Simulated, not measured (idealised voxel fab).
The name of this process module is voxel self aligned contacts.
Section shown: cut. Width: 225 nm. Cell size: 5 nm, square.
A cross-section in this document is a grid of square cells, and it is written down as bands, the top band listed before the ones below it; a band is made up of one or more rows of cells. In this notation a band is specified by the heights of its top and bottom, in that order and in nm, after which its materials appear from left to right, each paired with its width in nm. The word "full width" attached to a single material means that material fills the band from edge to edge; the word "blank" stands for empty space. Height is counted from the level 0, under which the received wafer is composed throughout of one material. The lowest of the bands is not closed at the bottom but continues downward, in the notation "from 0 down". You'd read "30->40" like this: the band's top row of cells is as wide as the first number, its bottom row is as wide as the second, and going down, every row changes width by the same amount as the row before did. "nothing different" -> step changed no cross-section cell. Closed empty spaces (no open way to the top) of 8 cells or more are what "Enclosed internal cavities" lists, each as width x height at distance from the left edge, nm for all three. Heads up: the bit after the settings on a step's line is the simulator's remark on that step. The line of a step may include "overlay nm". On a step with a mask, this value is how far to the right of its planned place the mask lay. A negative value means the mask lay to the left.

-- The process steps that were planned are listed below
1. RECEIVE: material Si
2. OXIDIZE: depth nm 5
3. DIRECTIONAL_DEP: material polySi, thk nm 30
4. DIRECTIONAL_DEP: material SiN, thk nm 15
5. MASKED_ETCH: tone cover, mask id GATE, width nm 30, pitch nm 55, etch materials SiN, depth nm 15, overlay nm 0
6. MASKED_ETCH: tone cover, mask id GATE, width nm 30, pitch nm 55, etch materials polySi, depth nm 30, overlay nm 0
7. CONFORMAL_DEP: material SiN, thk nm 5
8. DIRECTIONAL_ETCH: etch materials SiN, depth nm 5
9. FILL_DEP: material SiO2, thk nm 20
10. CMP: height nm 55
11. MASKED_ETCH: tone open, mask id CONTACT, width nm 35, pitch nm 55, etch materials SiO2, depth nm 60, overlay nm 0
12. CONFORMAL_DEP: material TiN, thk nm 5
13. FILL_DEP: material W, thk nm 10
14. CMP: height nm 55
15. CONFORMAL_DEP: material SiN, thk nm 5

-- Step 1 complete: cross-section of the wafer as received
	from 0 down: Si full width
	Enclosed internal cavities: none

-- Cross-sectional view of the first of the two wafers upon completion of the module, processed in accordance with the plan
	from 60 to 55: SiN full width
	from 55 to 45: 65 SiO2, 5->15 TiN, 25->5 W, 5->15 TiN, 20 SiO2, 5->15 TiN, 25->5 W, 5->15 TiN, 70 SiO2
	from 45 to 30: 35 SiO2, 40 SiN, 5 TiN, 5 W, 5 TiN, 40 SiN, 5 TiN, 5 W, 5 TiN, 40 SiN, 40 SiO2
	from 30 to 0: 35 SiO2, 5 SiN, 30 polySi, 5 SiN, 5 TiN, 5 W, 5 TiN, 5 SiN, 30 polySi, 5 SiN, 5 TiN, 5 W, 5 TiN, 5 SiN, 30 polySi, 5 SiN, 40 SiO2
	from 0 to -5: 75 SiO2, 15 TiN, 40 SiO2, 15 TiN, 80 SiO2
	from -5 down: Si full width
	Enclosed internal cavities: none

-- End of module, second wafer, cross-section. Started like the first, planned like the first, run with one mistake
	from 60 to 55: SiN full width
	from 55 to 45: 65 SiO2, 5 TiN, 25 W, 5 TiN, 20 SiO2, 5 TiN, 25 W, 5 TiN, 70 SiO2
	from 45 to 40: 65 SiO2, 10 TiN, 15 W, 10 TiN, 20 SiO2, 10 TiN, 15 W, 10 TiN, 70 SiO2
	from 40 to 30: 40 SiO2, 30 SiN, 5 TiN, 15 W, 5 TiN, 30 SiN, 5 TiN, 15 W, 5 TiN, 30 SiN, 45 SiO2
	from 30 to 0: 40 SiO2, 30 polySi, 5 TiN, 15 W, 5 TiN, 30 polySi, 5 TiN, 15 W, 5 TiN, 30 polySi, 45 SiO2
	from 0 to -5: 70 SiO2, 25 TiN, 30 SiO2, 25 TiN, 75 SiO2
	from -5 down: Si full width
	Enclosed internal cavities: none
The mistake made against the process plan was this: no execution of plan step 7; skipped
The final cell counts differ between the wafers, with the second having more or fewer of some materials than the first: 72 fewer of SiN, 28 more of SiO2, 44 more of W
